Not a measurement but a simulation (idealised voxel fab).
The process module presented herein is designated voxel wiring stack.
For reference, the cross-section in this document is cut, with width 260 nm and square cells of 5 nm.
Heads up, the way a cross-section reads in here is a grid of square cells, handed over as bands from the top down, with every band being one or more rows of cells. The entry gives the band's vertical extent as a top height and a bottom height in nm, then its horizontal make-up as materials from left to right, each with a width in nm. "air" stands for empty space; a single material marked "edge to edge" fills the band edge to edge. Where do heights start? At 0: under that level the wafer as delivered is made of one material only. And the lowest band has no floor; it just carries on downward, as in "0 down". Think of "30..40" as a width that walks from the first number to the second as you go down the band, top row to bottom row, taking equal-sized steps from row to row. No cell of the cross-section changed in a step that is given as "nothing changed". So "Fully closed voids" is basically the list of trapped voids: any empty space of 8 cells or more that can't reach the top through an opening. They're written width x height at distance, the distance being from the left edge, and it's all nm. Where a step's line continues beyond its settings, the continuation is a remark by the simulator itself on that step. overlay nm, on a step with a mask: how far to the right of its planned place the mask lay; to the left if negative. In what follows, pairs of cross-sections are presented, each taken before and after one process step, with the after cross-section shown only down to the lowest band that was altered; the step, together with its settings, is stated below the pair. The pairs may stem from different runs of this module on the same starting wafer; accordingly, a pair should be taken as continuing from the one above it solely where its entry headed "State before step" indicates as much.
### State before step
	120 to 110  aC 95 nm, then air 20 nm, then aC 30 nm, then air 20 nm, then aC 95 nm
	110 to 95  SiO2 95 nm, then air 20 nm, then SiO2 30 nm, then air 20 nm, then SiO2 95 nm
	95 to 80  SiO2 95 nm, then air 15 nm, then SiO2 150 nm
	80 to 75  SiCN edge to edge
	75 to 65  lowk 95 nm, then TiN 5 nm, then Cu 10 nm, then TiN 5 nm, then lowk 30 nm, then TiN 5 nm, then Cu 10 nm, then TiN 5 nm, then lowk 95 nm
	65 to 60  lowk 95 nm, then TiN 5 nm, then Cu 5 nm, then TiN 10 nm, then lowk 30 nm, then TiN 20 nm, then lowk 95 nm
	60 to 50  lowk 95 nm, then TiN 5 nm, then Cu 5 nm, then TiN 5 nm, then lowk 150 nm
	50 to 45  SiCN 95 nm, then TiN 15 nm, then SiCN 150 nm
	45 to 20  lowk 95 nm, then Ru 20 nm, then lowk 30 nm, then Ru 20 nm, then lowk 95 nm
	20 to 15  aC edge to edge
	15 to 0  SiO2 edge to edge
	0 down  Si edge to edge
	Fully closed voids: none
### Post-Step Section View
	120 to 110  aC 95 nm, then air 20 nm, then aC 30 nm, then air 20 nm, then aC 95 nm
	110 to 95  SiO2 95 nm, then air 20 nm, then SiO2 30 nm, then air 20 nm, then SiO2 95 nm
	95 to 80  SiO2 95 nm, then air 15 nm, then SiO2 150 nm
	80 to 75  SiCN 95 nm, then air 15 nm, then SiCN 150 nm
	below 75: unchanged
	Fully closed voids: none
As a process note, the step between the before and after cross-sections shown above is DIRECTIONAL_ETCH | etch materials SiCN | depth nm 5
State before step: it's just the after picture from the pair right above this one.
### Post-Step Section View
	110 to 95  SiO2 95 nm, then air 20 nm, then SiO2 30 nm, then air 20 nm, then SiO2 95 nm
	below 95: unchanged
	Fully closed voids: none
As a process note, the step between the before and after cross-sections shown above is STRIP | etch materials aC
State before step: it's just the after picture from the pair right above this one.
### Post-Step Section View
	115 to 110  TiN 100 nm, then air 10 nm, then TiN 40 nm, then air 10 nm, then TiN 100 nm
	110 to 100  SiO2 95 nm, then TiN 5 nm, then air 10 nm, then TiN 5 nm, then SiO2 30 nm, then TiN 5 nm, then air 10 nm, then TiN 5 nm, then SiO2 95 nm
	100 to 95  SiO2 95 nm, then TiN 5 nm, then air 5 nm, then TiN 10 nm, then SiO2 30 nm, then TiN 20 nm, then SiO2 95 nm
	95 to 80  SiO2 95 nm, then TiN 5 nm, then air 5 nm, then TiN 5 nm, then SiO2 150 nm
	80 to 75  SiCN 95 nm, then TiN 15 nm, then SiCN 150 nm
	below 75: unchanged
	Fully closed voids: none
As a process note, the step between the before and after cross-sections shown above is CONFORMAL_DEP | material TiN | thk nm 5
State before step: it's just the after picture from the pair right above this one.
### Post-Step Section View
	125 to 115  Cu edge to edge
	115 to 110  TiN 100 nm, then Cu 10 nm, then TiN 40 nm, then Cu 10 nm, then TiN 100 nm
	110 to 100  SiO2 95 nm, then TiN 5 nm, then Cu 10 nm, then TiN 5 nm, then SiO2 30 nm, then TiN 5 nm, then Cu 10 nm, then TiN 5 nm, then SiO2 95 nm
	100 to 95  SiO2 95 nm, then TiN 5 nm, then Cu 5 nm, then TiN 10 nm, then SiO2 30 nm, then TiN 20 nm, then SiO2 95 nm
	95 to 80  SiO2 95 nm, then TiN 5 nm, then Cu 5 nm, then TiN 5 nm, then SiO2 150 nm
	below 80: unchanged
	Fully closed voids: none
As a process note, the step between the before and after cross-sections shown above is FILL_DEP | material Cu | thk nm 10
State before step: it's just the after picture from the pair right above this one.
### Post-Step Section View
	110 to 100  SiO2 95 nm, then TiN 5 nm, then Cu 10 nm, then TiN 5 nm, then SiO2 30 nm, then TiN 5 nm, then Cu 10 nm, then TiN 5 nm, then SiO2 95 nm
	below 100: unchanged
	Fully closed voids: none
As a process note, the step between the before and after cross-sections shown above is CMP | height nm 110
State before step: it's just the after picture from the pair right above this one.
### Post-Step Section View
	115 to 110  SiCN edge to edge
	below 110: unchanged
	Fully closed voids: none
As a process note, the step between the before and after cross-sections shown above is CONFORMAL_DEP | material SiCN | thk nm 5
State before step: it's just the after picture from the pair right above this one.
### Post-Step Section View
	130 to 115  lowk edge to edge
	below 115: unchanged
	Fully closed voids: none
As a process note, the step between the before and after cross-sections shown above is DIRECTIONAL_DEP | material lowk | thk nm 15
State before step: it's just the after picture from the pair right above this one.
### Post-Step Section View
	130 to 115  lowk 95 nm, then air 15 nm, then lowk 150 nm
	below 115: unchanged
	Fully closed voids: none
As a process note, the step between the before and after cross-sections shown above is MASKED_ETCH | tone open | mask id PLUG_3 | width nm 15 | etch materials lowk | depth nm 15 | overlay nm 0
State before step: it's just the after picture from the pair right above this one.
### Post-Step Section View
	130 to 115  lowk 95 nm, then air 15 nm, then lowk 150 nm
	115 to 110  SiCN 95 nm, then air 15 nm, then SiCN 150 nm
	below 110: unchanged
	Fully closed voids: none
As a process note, the step between the before and after cross-sections shown above is MASKED_ETCH | tone open | mask id PLUG_3 | width nm 15 | etch materials SiCN | depth nm 5 | overlay nm 0
State before step: it's just the after picture from the pair right above this one.
### Post-Step Section View
	130 to 120  lowk 95 nm, then air 15 nm, then lowk 150 nm
	120 to 115  lowk 95 nm, then Ru 15 nm, then lowk 150 nm
	115 to 110  SiCN 95 nm, then Ru 15 nm, then SiCN 150 nm
	below 110: unchanged
	Fully closed voids: none
As a process note, the step between the before and after cross-sections shown above is EPI | material Ru | thk nm 10
State before step: it's just the after picture from the pair right above this one.
### Post-Step Section View
	130 to 115  lowk 95 nm, then Ru 15 nm, then lowk 150 nm
	below 115: unchanged
	Fully closed voids: none
As a process note, the step between the before and after cross-sections shown above is EPI | material Ru | thk nm 10
State before step: it's just the after picture from the pair right above this one.
### Post-Step Section View
	135 to 130  TiN edge to edge
	below 130: unchanged
	Fully closed voids: none
As a process note, the step between the before and after cross-sections shown above is DIRECTIONAL_DEP | material TiN | thk nm 5
State before step: it's just the after picture from the pair right above this one.
### Post-Step Section View
	150 to 135  Ru edge to edge
	below 135: unchanged
	Fully closed voids: none
As a process note, the step between the before and after cross-sections shown above is DIRECTIONAL_DEP | material Ru | thk nm 15
State before step: it's just the after picture from the pair right above this one.
### Post-Step Section View
	165 to 150  aC edge to edge
	below 150: unchanged
	Fully closed voids: none
As a process note, the step between the before and after cross-sections shown above is DIRECTIONAL_DEP | material aC | thk nm 15
State before step: it's just the after picture from the pair right above this one.
### Post-Step Section View
	200 to 165  air 95 nm, then resist 20 nm, then air 30 nm, then resist 20 nm, then air 95 nm
	below 165: unchanged
	Fully closed voids: none
As a process note, the step between the before and after cross-sections shown above is PATTERN | tone cover | mask id METAL_4 | material resist | width nm 20 | pitch nm 50 | thk nm 35 | overlay nm 0
State before step: it's just the after picture from the pair right above this one.
### Post-Step Section View
	185 to 165  air 95 nm, then resist 20 nm, then air 30 nm, then resist 20 nm, then air 95 nm
	165 to 150  air 95 nm, then aC 20 nm, then air 30 nm, then aC 20 nm, then air 95 nm
	below 150: unchanged
	Fully closed voids: none
As a process note, the step between the before and after cross-sections shown above is DIRECTIONAL_ETCH | etch materials aC | depth nm 15
State before step: it's just the after picture from the pair right above this one.
### Post-Step Section View
	165 to 150  air 95 nm, then aC 20 nm, then air 30 nm, then aC 20 nm, then air 95 nm
	below 150: unchanged
	Fully closed voids: none
As a process note, the step between the before and after cross-sections shown above is STRIP | etch materials resist
State before step: it's just the after picture from the pair right above this one.
### Post-Step Section View
	165 to 150  air 95 nm, then aC 20 nm, then air 30 nm, then aC 20 nm, then air 95 nm
	150 to 135  air 95 nm, then Ru 20 nm, then air 30 nm, then Ru 20 nm, then air 95 nm
	below 135: unchanged
	Fully closed voids: none
As a process note, the step between the before and after cross-sections shown above is DIRECTIONAL_ETCH | etch materials Ru | depth nm 15
State before step: it's just the after picture from the pair right above this one.
### Post-Step Section View
	165 to 150  air 95 nm, then aC 20 nm, then air 30 nm, then aC 20 nm, then air 95 nm
	150 to 135  air 95 nm, then Ru 20 nm, then air 30 nm, then Ru 20 nm, then air 95 nm
	135 to 130  air 95 nm, then TiN 20 nm, then air 30 nm, then TiN 20 nm, then air 95 nm
	below 130: unchanged
	Fully closed voids: none
As a process note, the step between the before and after cross-sections shown above is DIRECTIONAL_ETCH | etch materials TiN | depth nm 5
State before step: it's just the after picture from the pair right above this one.
### Post-Step Section View
	150 to 135  air 95 nm, then Ru 20 nm, then air 30 nm, then Ru 20 nm, then air 95 nm
	below 135: unchanged
	Fully closed voids: none
As a process note, the step between the before and after cross-sections shown above is STRIP | etch materials aC
State before step: it's just the after picture from the pair right above this one.
### Post-Step Section View
	155 to 150  lowk edge to edge
	150 to 135  lowk 95 nm, then Ru 20 nm, then lowk 30 nm, then Ru 20 nm, then lowk 95 nm
	135 to 130  lowk 95 nm, then TiN 20 nm, then lowk 30 nm, then TiN 20 nm, then lowk 95 nm
	below 130: unchanged
	Fully closed voids: none
As a process note, the step between the before and after cross-sections shown above is FILL_DEP | material lowk | thk nm 5
State before step: it's just the after picture from the pair right above this one.
### Post-Step Section View
	150 to 135  lowk 95 nm, then Ru 20 nm, then lowk 30 nm, then Ru 20 nm, then lowk 95 nm
	below 135: unchanged
	Fully closed voids: none
As a process note, the step between the before and after cross-sections shown above is CMP | height nm 150
State before step: it's just the after picture from the pair right above this one.
### Post-Step Section View
	155 to 150  SiN edge to edge
	below 150: unchanged
	Fully closed voids: none
As a process note, the step between the before and after cross-sections shown above is CONFORMAL_DEP | material SiN | thk nm 5
### State before step
	75 to 50  lowk 95 nm, then air 15 nm, then lowk 150 nm
	50 to 45  SiCN edge to edge
	45 to 20  lowk 95 nm, then Ru 20 nm, then lowk 30 nm, then Ru 20 nm, then lowk 95 nm
	20 to 15  lowk 95 nm, then TiN 20 nm, then lowk 30 nm, then TiN 20 nm, then lowk 95 nm
	15 to 0  SiO2 edge to edge
	0 down  Si edge to edge
	Fully closed voids: none
### Post-Step Section View
	90 to 75  air 95 nm, then resist 20 nm, then air 30 nm, then resist 20 nm, then air 95 nm
	75 to 50  lowk 95 nm, then resist 15 nm, then lowk 150 nm
	below 50: unchanged
	Fully closed voids: none
As a process note, the step between the before and after cross-sections shown above is PATTERN | tone cover | mask id METAL_2 | material resist | width nm 20 | pitch nm 50 | thk nm 15 | overlay nm 0
State before step: it's just the after picture from the pair right above this one.
### Post-Step Section View
	90 to 75  air 95 nm, then resist 20 nm, then air 30 nm, then resist 20 nm, then air 95 nm
	75 to 60  air 95 nm, then resist 15 nm, then lowk 5 nm, then air 30 nm, then lowk 20 nm, then air 95 nm
	below 60: unchanged
	Fully closed voids: none
As a process note, the step between the before and after cross-sections shown above is DIRECTIONAL_ETCH | etch materials lowk | depth nm 15
State before step: it's just the after picture from the pair right above this one.
### Post-Step Section View
	75 to 60  air 110 nm, then lowk 5 nm, then air 30 nm, then lowk 20 nm, then air 95 nm
	60 to 50  lowk 95 nm, then air 15 nm, then lowk 150 nm
	below 50: unchanged
	Fully closed voids: none
As a process note, the step between the before and after cross-sections shown above is STRIP | etch materials resist
State before step: it's just the after picture from the pair right above this one.
### Post-Step Section View
	80 to 75  air 105 nm, then TiN 15 nm, then air 20 nm, then TiN 30 nm, then air 90 nm
	75 to 65  air 105 nm, then TiN 5 nm, then lowk 5 nm, then TiN 5 nm, then air 20 nm, then TiN 5 nm, then lowk 20 nm, then TiN 5 nm, then air 90 nm
	65 to 60  TiN 100 nm, then air 5 nm, then TiN 5 nm, then lowk 5 nm, then TiN 30 nm, then lowk 20 nm, then TiN 95 nm
	60 to 55  lowk 95 nm, then TiN 5 nm, then air 5 nm, then TiN 5 nm, then lowk 150 nm
	55 to 50  lowk 95 nm, then TiN 15 nm, then lowk 150 nm
	below 50: unchanged
	Fully closed voids: none
As a process note, the step between the before and after cross-sections shown above is CONFORMAL_DEP | material TiN | thk nm 5
State before step: it's just the after picture from the pair right above this one.
### Post-Step Section View
	85 to 80  Cu edge to edge
	80 to 75  Cu 105 nm, then TiN 15 nm, then Cu 20 nm, then TiN 30 nm, then Cu 90 nm
	75 to 65  Cu 105 nm, then TiN 5 nm, then lowk 5 nm, then TiN 5 nm, then Cu 20 nm, then TiN 5 nm, then lowk 20 nm, then TiN 5 nm, then Cu 90 nm
	65 to 60  TiN 100 nm, then Cu 5 nm, then TiN 5 nm, then lowk 5 nm, then TiN 30 nm, then lowk 20 nm, then TiN 95 nm
	60 to 55  lowk 95 nm, then TiN 5 nm, then Cu 5 nm, then TiN 5 nm, then lowk 150 nm
	below 55: unchanged
	Fully closed voids: none
As a process note, the step between the before and after cross-sections shown above is FILL_DEP | material Cu | thk nm 5
State before step: it's just the after picture from the pair right above this one.
### Post-Step Section View
	75 to 65  Cu 105 nm, then TiN 5 nm, then lowk 5 nm, then TiN 5 nm, then Cu 20 nm, then TiN 5 nm, then lowk 20 nm, then TiN 5 nm, then Cu 90 nm
	below 65: unchanged
	Fully closed voids: none
As a process note, the step between the before and after cross-sections shown above is CMP | height nm 75
State before step: it's just the after picture from the pair right above this one.
### Post-Step Section View
	80 to 75  SiCN edge to edge
	below 75: unchanged
	Fully closed voids: none
As a process note, the step between the before and after cross-sections shown above is CONFORMAL_DEP | material SiCN | thk nm 5
State before step: it's just the after picture from the pair right above this one.
### Post-Step Section View
	110 to 80  SiO2 edge to edge
	below 80: unchanged
	Fully closed voids: none
As a process note, the step between the before and after cross-sections shown above is DIRECTIONAL_DEP | material SiO2 | thk nm 30
State before step: it's just the after picture from the pair right above this one.
### Post-Step Section View
	125 to 110  aC edge to edge
	below 110: unchanged
	Fully closed voids: none
As a process note, the step between the before and after cross-sections shown above is DIRECTIONAL_DEP | material aC | thk nm 15
State before step: it's just the after picture from the pair right above this one.
### Post-Step Section View
	160 to 125  resist 95 nm, then air 15 nm, then resist 150 nm
	below 125: unchanged
	Fully closed voids: none
As a process note, the step between the before and after cross-sections shown above is PATTERN | tone open | mask id METAL_3_HOLES | material resist | width nm 15 | thk nm 35 | overlay nm 0
State before step: it's just the after picture from the pair right above this one.
### Post-Step Section View
	145 to 125  resist 95 nm, then air 15 nm, then resist 150 nm
	125 to 110  aC 95 nm, then air 15 nm, then aC 150 nm
	below 110: unchanged
	Fully closed voids: none
As a process note, the step between the before and after cross-sections shown above is DIRECTIONAL_ETCH | etch materials aC | depth nm 15
State before step: it's just the after picture from the pair right above this one.
### Post-Step Section View
	125 to 110  aC 95 nm, then air 15 nm, then aC 150 nm
	below 110: unchanged
	Fully closed voids: none
As a process note, the step between the before and after cross-sections shown above is STRIP | etch materials resist
State before step: it's just the after picture from the pair right above this one.
### Post-Step Section View
	125 to 110  aC 95 nm, then air 15 nm, then aC 150 nm
	110 to 80  SiO2 95 nm, then air 15 nm, then SiO2 150 nm
	below 80: unchanged
	Fully closed voids: none
As a process note, the step between the before and after cross-sections shown above is DIRECTIONAL_ETCH | etch materials SiO2 | depth nm 30
State before step: it's just the after picture from the pair right above this one.
### Post-Step Section View
	110 to 80  SiO2 95 nm, then air 15 nm, then SiO2 150 nm
	below 80: unchanged
	Fully closed voids: none
As a process note, the step between the before and after cross-sections shown above is STRIP | etch materials aC
State before step: it's just the after picture from the pair right above this one.
### Post-Step Section View
	120 to 110  aC 95 nm, then air 15 nm, then aC 150 nm
	110 to 90  SiO2 95 nm, then air 15 nm, then SiO2 150 nm
	90 to 80  SiO2 95 nm, then aC 15 nm, then SiO2 150 nm
	below 80: unchanged
	Fully closed voids: none
As a process note, the step between the before and after cross-sections shown above is DIRECTIONAL_DEP | material aC | thk nm 10
State before step: it's just the after picture from the pair right above this one.
### Post-Step Section View
	150 to 120  resist 95 nm, then air 20 nm, then resist 30 nm, then air 20 nm, then resist 95 nm
	below 120: unchanged
	Fully closed voids: none
As a process note, the step between the before and after cross-sections shown above is PATTERN | tone open | mask id METAL_3 | material resist | width nm 20 | pitch nm 50 | thk nm 30 | overlay nm 0
State before step: it's just the after picture from the pair right above this one.
### Post-Step Section View
	140 to 120  resist 95 nm, then air 20 nm, then resist 30 nm, then air 20 nm, then resist 95 nm
	120 to 110  aC 95 nm, then air 20 nm, then aC 30 nm, then air 20 nm, then aC 95 nm
	110 to 80  SiO2 95 nm, then air 15 nm, then SiO2 150 nm
	below 80: unchanged
	Fully closed voids: none
As a process note, the step between the before and after cross-sections shown above is DIRECTIONAL_ETCH | etch materials aC | depth nm 10
State before step: it's just the after picture from the pair right above this one.
### Post-Step Section View
	120 to 110  aC 95 nm, then air 20 nm, then aC 30 nm, then air 20 nm, then aC 95 nm
	below 110: unchanged
	Fully closed voids: none
As a process note, the step between the before and after cross-sections shown above is STRIP | etch materials resist
State before step: it's just the after picture from the pair right above this one.
### Post-Step Section View
	120 to 110  aC 95 nm, then air 20 nm, then aC 30 nm, then air 20 nm, then aC 95 nm
	110 to 95  SiO2 95 nm, then air 20 nm, then SiO2 30 nm, then air 20 nm, then SiO2 95 nm
	below 95: unchanged
	Fully closed voids: none
As a process note, the step between the before and after cross-sections shown above is DIRECTIONAL_ETCH | etch materials SiO2 | depth nm 15
State before step: it's just the after picture from the pair right above this one.
### Post-Step Section View
	120 to 110  aC 95 nm, then air 20 nm, then aC 30 nm, then air 20 nm, then aC 95 nm
	110 to 95  SiO2 95 nm, then air 20 nm, then SiO2 30 nm, then air 20 nm, then SiO2 95 nm
	95 to 80  SiO2 95 nm, then air 15 nm, then SiO2 150 nm
	80 to 75  SiCN 95 nm, then air 15 nm, then SiCN 150 nm
	below 75: unchanged
	Fully closed voids: none
As a process note, the step between the before and after cross-sections shown above is DIRECTIONAL_ETCH | etch materials SiCN | depth nm 5
State before step: it's just the after picture from the pair right above this one.
### Post-Step Section View
	110 to 95  SiO2 95 nm, then air 20 nm, then SiO2 30 nm, then air 20 nm, then SiO2 95 nm
	below 95: unchanged
	Fully closed voids: none
As a process note, the step between the before and after cross-sections shown above is STRIP | etch materials aC
State before step: it's just the after picture from the pair right above this one.
### Post-Step Section View
	115 to 110  TiN 100 nm, then air 10 nm, then TiN 40 nm, then air 10 nm, then TiN 100 nm
	110 to 100  SiO2 95 nm, then TiN 5 nm, then air 10 nm, then TiN 5 nm, then SiO2 30 nm, then TiN 5 nm, then air 10 nm, then TiN 5 nm, then SiO2 95 nm
	100 to 95  SiO2 95 nm, then TiN 5 nm, then air 5 nm, then TiN 10 nm, then SiO2 30 nm, then TiN 20 nm, then SiO2 95 nm
	95 to 80  SiO2 95 nm, then TiN 5 nm, then air 5 nm, then TiN 5 nm, then SiO2 150 nm
	80 to 75  SiCN 95 nm, then TiN 15 nm, then SiCN 150 nm
	below 75: unchanged
	Fully closed voids: none
As a process note, the step between the before and after cross-sections shown above is CONFORMAL_DEP | material TiN | thk nm 5
State before step: it's just the after picture from the pair right above this one.
### Post-Step Section View
	125 to 115  Cu edge to edge
	115 to 110  TiN 100 nm, then Cu 10 nm, then TiN 40 nm, then Cu 10 nm, then TiN 100 nm
	110 to 100  SiO2 95 nm, then TiN 5 nm, then Cu 10 nm, then TiN 5 nm, then SiO2 30 nm, then TiN 5 nm, then Cu 10 nm, then TiN 5 nm, then SiO2 95 nm
	100 to 95  SiO2 95 nm, then TiN 5 nm, then Cu 5 nm, then TiN 10 nm, then SiO2 30 nm, then TiN 20 nm, then SiO2 95 nm
	95 to 80  SiO2 95 nm, then TiN 5 nm, then Cu 5 nm, then TiN 5 nm, then SiO2 150 nm
	below 80: unchanged
	Fully closed voids: none
As a process note, the step between the before and after cross-sections shown above is FILL_DEP | material Cu | thk nm 10
State before step: it's just the after picture from the pair right above this one.
### Post-Step Section View
	110 to 100  SiO2 95 nm, then TiN 5 nm, then Cu 10 nm, then TiN 5 nm, then SiO2 30 nm, then TiN 5 nm, then Cu 10 nm, then TiN 5 nm, then SiO2 95 nm
	below 100: unchanged
	Fully closed voids: none
As a process note, the step between the before and after cross-sections shown above is CMP | height nm 110
State before step: it's just the after picture from the pair right above this one.
### Post-Step Section View
	115 to 110  SiCN edge to edge
	below 110: unchanged
	Fully closed voids: none
As a process note, the step between the before and after cross-sections shown above is CONFORMAL_DEP | material SiCN | thk nm 5
State before step: it's just the after picture from the pair right above this one.
### Post-Step Section View
	130 to 115  lowk edge to edge
	below 115: unchanged
	Fully closed voids: none
As a process note, the step between the before and after cross-sections shown above is DIRECTIONAL_DEP | material lowk | thk nm 15
State before step: it's just the after picture from the pair right above this one.
### Post-Step Section View
	130 to 115  lowk 95 nm, then air 15 nm, then lowk 150 nm
	below 115: unchanged
	Fully closed voids: none
As a process note, the step between the before and after cross-sections shown above is MASKED_ETCH | tone open | mask id PLUG_3 | width nm 15 | etch materials lowk | depth nm 15 | overlay nm 0
State before step: it's just the after picture from the pair right above this one.
### Post-Step Section View
	130 to 115  lowk 95 nm, then air 15 nm, then lowk 150 nm
	115 to 110  SiCN 95 nm, then air 15 nm, then SiCN 150 nm
	below 110: unchanged
	Fully closed voids: none
As a process note, the step between the before and after cross-sections shown above is MASKED_ETCH | tone open | mask id PLUG_3 | width nm 15 | etch materials SiCN | depth nm 5 | overlay nm 0
State before step: it's just the after picture from the pair right above this one.
### Post-Step Section View
	130 to 120  lowk 95 nm, then air 15 nm, then lowk 150 nm
	120 to 115  lowk 95 nm, then Ru 15 nm, then lowk 150 nm
	115 to 110  SiCN 95 nm, then Ru 15 nm, then SiCN 150 nm
	below 110: unchanged
	Fully closed voids: none
As a process note, the step between the before and after cross-sections shown above is EPI | material Ru | thk nm 10
State before step: it's just the after picture from the pair right above this one.
### Post-Step Section View
	130 to 115  lowk 95 nm, then Ru 15 nm, then lowk 150 nm
	below 115: unchanged
	Fully closed voids: none
As a process note, the step between the before and after cross-sections shown above is EPI | material Ru | thk nm 10
State before step: it's just the after picture from the pair right above this one.
### Post-Step Section View
	135 to 130  TiN edge to edge
	below 130: unchanged
	Fully closed voids: none
As a process note, the step between the before and after cross-sections shown above is DIRECTIONAL_DEP | material TiN | thk nm 5
State before step: it's just the after picture from the pair right above this one.
### Post-Step Section View
	150 to 135  Ru edge to edge
	below 135: unchanged
	Fully closed voids: none
As a process note, the step between the before and after cross-sections shown above is DIRECTIONAL_DEP | material Ru | thk nm 15
State before step: it's just the after picture from the pair right above this one.
### Post-Step Section View
	165 to 150  aC edge to edge
	below 150: unchanged
	Fully closed voids: none
As a process note, the step between the before and after cross-sections shown above is DIRECTIONAL_DEP | material aC | thk nm 15
State before step: it's just the after picture from the pair right above this one.
### Post-Step Section View
	200 to 165  air 95 nm, then resist 20 nm, then air 30 nm, then resist 20 nm, then air 95 nm
	below 165: unchanged
	Fully closed voids: none
As a process note, the step between the before and after cross-sections shown above is PATTERN | tone cover | mask id METAL_4 | material resist | width nm 20 | pitch nm 50 | thk nm 35 | overlay nm 0
State before step: it's just the after picture from the pair right above this one.
### Post-Step Section View
	185 to 165  air 95 nm, then resist 20 nm, then air 30 nm, then resist 20 nm, then air 95 nm
	165 to 150  air 95 nm, then aC 20 nm, then air 30 nm, then aC 20 nm, then air 95 nm
	below 150: unchanged
	Fully closed voids: none
As a process note, the step between the before and after cross-sections shown above is DIRECTIONAL_ETCH | etch materials aC | depth nm 15
State before step: it's just the after picture from the pair right above this one.
### Post-Step Section View
	165 to 150  air 95 nm, then aC 20 nm, then air 30 nm, then aC 20 nm, then air 95 nm
	below 150: unchanged
	Fully closed voids: none
As a process note, the step between the before and after cross-sections shown above is STRIP | etch materials resist
State before step: it's just the after picture from the pair right above this one.
### Post-Step Section View
	165 to 150  air 95 nm, then aC 20 nm, then air 30 nm, then aC 20 nm, then air 95 nm
	150 to 135  air 95 nm, then Ru 20 nm, then air 30 nm, then Ru 20 nm, then air 95 nm
	below 135: unchanged
	Fully closed voids: none
As a process note, the step between the before and after cross-sections shown above is DIRECTIONAL_ETCH | etch materials Ru | depth nm 15
State before step: it's just the after picture from the pair right above this one.
### Post-Step Section View
	165 to 150  air 95 nm, then aC 20 nm, then air 30 nm, then aC 20 nm, then air 95 nm
	150 to 135  air 95 nm, then Ru 20 nm, then air 30 nm, then Ru 20 nm, then air 95 nm
	135 to 130  air 95 nm, then TiN 20 nm, then air 30 nm, then TiN 20 nm, then air 95 nm
	below 130: unchanged
	Fully closed voids: none
As a process note, the step between the before and after cross-sections shown above is DIRECTIONAL_ETCH | etch materials TiN | depth nm 5
State before step: it's just the after picture from the pair right above this one.
### Post-Step Section View
	150 to 135  air 95 nm, then Ru 20 nm, then air 30 nm, then Ru 20 nm, then air 95 nm
	below 135: unchanged
	Fully closed voids: none
As a process note, the step between the before and after cross-sections shown above is STRIP | etch materials aC
State before step: it's just the after picture from the pair right above this one.
### Post-Step Section View
	155 to 150  lowk edge to edge
	150 to 135  lowk 95 nm, then Ru 20 nm, then lowk 30 nm, then Ru 20 nm, then lowk 95 nm
	135 to 130  lowk 95 nm, then TiN 20 nm, then lowk 30 nm, then TiN 20 nm, then lowk 95 nm
	below 130: unchanged
	Fully closed voids: none
As a process note, the step between the before and after cross-sections shown above is FILL_DEP | material lowk | thk nm 5
State before step: it's just the after picture from the pair right above this one.
### Post-Step Section View
	150 to 135  lowk 95 nm, then Ru 20 nm, then lowk 30 nm, then Ru 20 nm, then lowk 95 nm
	below 135: unchanged
	Fully closed voids: none
As a process note, the step between the before and after cross-sections shown above is CMP | height nm 150
State before step: it's just the after picture from the pair right above this one.
### Post-Step Section View
	155 to 150  SiN edge to edge
	below 150: unchanged
	Fully closed voids: none
As a process note, the step between the before and after cross-sections shown above is CONFORMAL_DEP | material SiN | thk nm 5
